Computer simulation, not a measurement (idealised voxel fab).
Herein follows the process module entitled voxel capacitor over wiring.
The figure presents cross-section cut, which has a width of 225 nm and is divided into square cells with an edge length of 5 nm.
Reading order for cross-sections: top band down to bottom band. Underlying form: a grid of square cells. Band size: one or more rows of cells. A band entry consists of two parts. The first gives the height of the band's top and the height of its bottom, in nm. The rest lists the band's materials from left to right, each with its width in nm. A single material labelled with the word "throughout" fills the band from edge to edge, and the word "empty" marks empty space. The level at which height equals 0 is the one under which the wafer, as it arrives, is entirely one material. No lower edge exists for the bottom band, which continues downward and is notated as in "0 -> down". A width such as "30 to 40" changes by the same amount from each row of cells to the next, from the band's top row to its bottom row. The designation "no modification", where it is given for a processing step, indicates that no cell of the cross-section was altered in the course of that step. Voids not open to the top, 8 cells minimum: see "Closed void table". Written width x height at distance; distance is from the left edge; nm. Heads up: the bit after the settings on a step's line is the simulator's remark on that step. What "overlay nm" on a step's line means: if the step has a mask, that mask lay this far to the right of its planned place, or, when the value is negative, to the left.

## The following list gives the planned process steps
- 1: op RECEIVE | material Si
- 2: op CONFORMAL_DEP | material SiO2 | thk nm 15
- 3: op CONFORMAL_DEP | material SiCN | thk nm 5
- 4: op DIRECTIONAL_DEP | material SiO2 | thk nm 20
- 5: op MASKED_ETCH | tone open | mask id METAL_1 | width nm 30 | pitch nm 90 | etch materials SiO2 | depth nm 20 | overlay nm 0
- 6: op MASKED_ETCH | tone open | mask id METAL_1 | width nm 30 | pitch nm 90 | etch materials SiCN | depth nm 5 | overlay nm 0
- 7: op CONFORMAL_DEP | material TiN | thk nm 5
- 8: op FILL_DEP | material Cu | thk nm 10
- 9: op CMP | height nm 40
- 10: op CONFORMAL_DEP | material SiCN | thk nm 5
- 11: op DIRECTIONAL_DEP | material lowk | thk nm 15
- 12: op DIRECTIONAL_DEP | material aC | thk nm 10
- 13: op PATTERN | tone open | mask id PLUG_1 | material resist | width nm 15 | thk nm 30 | overlay nm 0
- 14: op DIRECTIONAL_ETCH | etch materials aC | depth nm 10
- 15: op STRIP | etch materials resist
- 16: op DIRECTIONAL_ETCH | etch materials lowk | depth nm 15
- 17: op DIRECTIONAL_ETCH | etch materials SiCN | depth nm 5
- 18: op STRIP | etch materials aC
- 19: op CONFORMAL_DEP | material TiN | thk nm 5
- 20: op FILL_DEP | material Ru | thk nm 5
- 21: op CMP | height nm 60
- 22: op DIRECTIONAL_DEP | material TiN | thk nm 5
- 23: op DIRECTIONAL_DEP | material SiN | thk nm 5
- 24: op DIRECTIONAL_DEP | material TiN | thk nm 5
- 25: op DIRECTIONAL_DEP | material aC | thk nm 10
- 26: op PATTERN | tone cover | mask id UPPER_PLATE | material resist | width nm 65 | thk nm 25 | overlay nm 0
- 27: op DIRECTIONAL_ETCH | etch materials aC | depth nm 10
- 28: op STRIP | etch materials resist
- 29: op DIRECTIONAL_ETCH | etch materials TiN | depth nm 5
- 30: op DIRECTIONAL_ETCH | etch materials SiN | depth nm 5
- 31: op STRIP | etch materials aC
- 32: op MASKED_ETCH | tone cover | mask id LOWER_PLATE | width nm 75 | etch materials TiN | depth nm 5 | overlay nm 0
- 33: op FILL_DEP | material SiO2 | thk nm 20
- 34: op CMP | height nm 90
- 35: op PATTERN | tone open | mask id PLUG_2 | material resist | width nm 15 | thk nm 20 | overlay nm 0
- 36: op DIRECTIONAL_ETCH | etch materials SiO2 | depth nm 15
- 37: op STRIP | etch materials resist
- 38: op CONFORMAL_DEP | material TiN | thk nm 5
- 39: op FILL_DEP | material Ru | thk nm 5
- 40: op CMP | height nm 90
- 41: op CONFORMAL_DEP | material SiCN | thk nm 5

## Received-state cross-section, reflecting completion of step 1
- 0 -> down: Si throughout
- Closed void table: none

## End state of the module in cross-section, given the above starting point and plan and one mistake in execution
- 95 -> 90: SiCN throughout
- 90 -> 80: 75 to 65 of SiO2 / 15 to 65 of TiN / 135 to 95 of SiO2
- 80 -> 75: 60 of SiO2 / 75 of TiN / 90 of SiO2
- 75 -> 70: TiN throughout
- 70 -> 65: SiN throughout
- 65 -> 60: TiN throughout
- 60 -> 45: 65 of lowk / 5 of TiN / 5 of Ru / 5 of TiN / 145 of lowk
- 45 -> 40: 65 of SiCN / 15 of TiN / 145 of SiCN
- 40 -> 20: 50 of SiO2 / 5 of TiN / 20 of Cu / 5 of TiN / 60 of SiO2 / 5 of TiN / 20 of Cu / 5 of TiN / 55 of SiO2
- 20 -> 15: 50 of SiCN / 30 of TiN / 60 of SiCN / 30 of TiN / 55 of SiCN
- 15 -> 0: SiO2 throughout
- 0 -> down: Si throughout
- Closed void table: none
So what did we get wrong on this run? step 24 was not run as planned; what actually ran was op DIRECTIONAL_DEP | material TiN | thk nm 15
